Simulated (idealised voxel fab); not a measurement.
process module | voxel self aligned contacts
cross-section cut | 210 nm wide | cells 5 nm
A cross-section is a grid of square cells, given in bands from the top down. A band is one or more rows of cells.
Each band's line starts with the height of the band's top and of its bottom, in nm. Then come its materials from left to right, each with its width in nm. One material with "throughout" fills the band from edge to edge. "air" is empty space.
Height 0 is the level under which the wafer as received is all one material. The lowest band goes on downwards, as in "0 down".
A width such as "30 to 40" changes by the same amount from each row of cells to the next, from the band's top row to its bottom row.
"no change" after a step means that no cell of the cross-section changed.
closed voids: empty space of 8 cells or more with no open way to the top, each as width x height at its distance from the left edge, in nm
after a step's settings: what the simulator itself notes on the step
overlay nm, on a step with a mask: how far to the right of its planned place the mask lay; to the left if negative
plan
1 op RECEIVE | material Si
2 op CONFORMAL_DEP | material SiO2 | thk nm 5
3 op DIRECTIONAL_DEP | material polySi | thk nm 20
4 op DIRECTIONAL_DEP | material SiN | thk nm 15
5 op DIRECTIONAL_DEP | material aC | thk nm 15
6 op PATTERN | tone cover | mask id GATE | material resist | width nm 30 | pitch nm 55 | thk nm 30 | overlay nm 0
7 op DIRECTIONAL_ETCH | etch materials aC | depth nm 15
8 op STRIP | etch materials resist
9 op DIRECTIONAL_ETCH | etch materials SiN | depth nm 15
10 op DIRECTIONAL_ETCH | etch materials polySi | depth nm 20
11 op STRIP | etch materials aC
12 op CONFORMAL_DEP | material SiN | thk nm 5
13 op DIRECTIONAL_ETCH | etch materials SiN | depth nm 5
14 op FILL_DEP | material SiO2 | thk nm 20
15 op CMP | height nm 50
16 op DIRECTIONAL_DEP | material aC | thk nm 10
17 op PATTERN | tone open | mask id CONTACT | material resist | width nm 35 | thk nm 30 | overlay nm 0
18 op DIRECTIONAL_ETCH | etch materials aC | depth nm 10
19 op STRIP | etch materials resist
20 op DIRECTIONAL_ETCH | etch materials SiO2 | depth nm 50
21 op STRIP | etch materials aC
22 op CONFORMAL_DEP | material TiN | thk nm 5
23 op FILL_DEP | material W | thk nm 10
24 op CMP | height nm 50
25 op CONFORMAL_DEP | material SiN | thk nm 5
as received, after step 1
  0 down: Si throughout
  closed voids: none
a wafer at the end: this start, this plan, one mistake
  55 to 50: SiN throughout
  50 to 40: SiO2 85 | TiN 5 to 15 | polySi 25 to 5 | TiN 5 to 15 | SiO2 90
  40 to 25: SiO2 55 | SiN 40 | TiN 5 | polySi 5 | TiN 5 | SiN 40 | SiO2 60
  25 to 5: SiO2 55 | SiN 5 | polySi 30 | SiN 5 | TiN 5 | polySi 5 | TiN 5 | SiN 5 | polySi 30 | SiN 5 | SiO2 60
  5 to 0: SiO2 95 | TiN 15 | SiO2 100
  0 down: Si throughout
  closed voids: none
what went wrong: step 23 ran as: op FILL_DEP | material polySi | thk nm 10
